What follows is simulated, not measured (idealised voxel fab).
The name of this process module is voxel ribs on slabs.
Square cells of 5 nm make up the cross-section cut, whose width is 245 nm.
For the purposes of this document, a cross-section shall be understood as a grid of square cells, specified as bands listed in top-to-bottom order, each band consisting of one or more rows of cells.
Basically the band line says how high the top is and how high the bottom is, in nm, and then what's in it from left to right, every material with its width in nm. Empty space shows up as "empty", and if a single material carries "all across" it runs the full band edge to edge.
Height reference: 0 = level under which incoming wafer is all one material. Lowest band: no bottom, runs on downward, e.g. "0 down".
Graded width ("30 to 40"): value in top row of band = first number; value in bottom row = second number; row-to-row change constant.
Any step labelled "no modification" changed none of the cells in the cross-section.
Voids not open to the top, 8 cells minimum: see "Completely enclosed voids". Written width x height at distance; distance is from the left edge; nm.
Heads up: the bit after the settings on a step's line is the simulator's remark on that step.
The setting "overlay nm" may be written on the line of a step. When the step uses a mask, the value reports how far to the right of the planned place the mask lay, and a negative value reports that it lay to the left.
[plan]
1,RECEIVE, material Si
2,DIRECTIONAL_DEP, material SiO2, thk nm 20
3,DIRECTIONAL_DEP, material SiN, thk nm 20
4,MASKED_ETCH, tone cover, mask id RIB, width nm 15, etch materials SiN, depth nm 10, overlay nm 0
5,MASKED_ETCH, tone cover, mask id SLAB, width nm 45, etch materials SiN, depth nm 10, overlay nm 0
6,FILL_DEP, material SiO2, thk nm 25
7,CMP, height nm 55
8,DIRECTIONAL_DEP, material W, thk nm 10
9,DIRECTIONAL_DEP, material aC, thk nm 15
10,PATTERN, tone cover, mask id HEATER, material resist, width nm 25, thk nm 30, overlay nm 0
11,DIRECTIONAL_ETCH, etch materials aC, depth nm 15
12,STRIP, etch materials resist
13,DIRECTIONAL_ETCH, etch materials W, depth nm 10
14,STRIP, etch materials aC
15,CONFORMAL_DEP, material SiO2, thk nm 5
[This is the cross-section of the wafer as we received it, i.e. after step 1]
- 0 down | Si all across
- Completely enclosed voids: none
[Looking at the first of two wafers in cross-section at end of module - ran to plan]
- 70 to 65 | 105 nm empty  35 nm SiO2  105 nm empty
- 65 to 60 | 105 nm empty  5 nm SiO2  25 nm W  5 nm SiO2  105 nm empty
- 60 to 55 | 110 nm SiO2  25 nm W  110 nm SiO2
- 55 to 40 | SiO2 all across
- 40 to 30 | 115 nm SiO2  15 nm SiN  115 nm SiO2
- 30 to 20 | 100 nm SiO2  45 nm SiN  100 nm SiO2
- 20 to 0 | SiO2 all across
- 0 down | Si all across
- Completely enclosed voids: none
[Second wafer cross-section at end of module - shared start and plan with the first, one mistake in the run]
- 70 to 65 | 115 nm SiO2  15 nm empty  115 nm SiO2
- 65 to 60 | 110 nm W  5 nm SiO2  15 nm empty  5 nm SiO2  110 nm W
- 60 to 55 | 110 nm W  25 nm SiO2  110 nm W
- 55 to 40 | SiO2 all across
- 40 to 30 | 115 nm SiO2  15 nm SiN  115 nm SiO2
- 30 to 20 | 100 nm SiO2  45 nm SiN  100 nm SiO2
- 20 to 0 | SiO2 all across
- 0 down | Si all across
- Completely enclosed voids: none
Heads up, the wafer didn't run the way we planned it: the process deviated at step 10: the operation and settings actually run there were PATTERN, tone open, mask id HEATER, material resist, width nm 25, thk nm 30, overlay nm 0
Once processing is complete, comparing cell counts shows that the second wafer has more or fewer of certain materials than the first: W +78
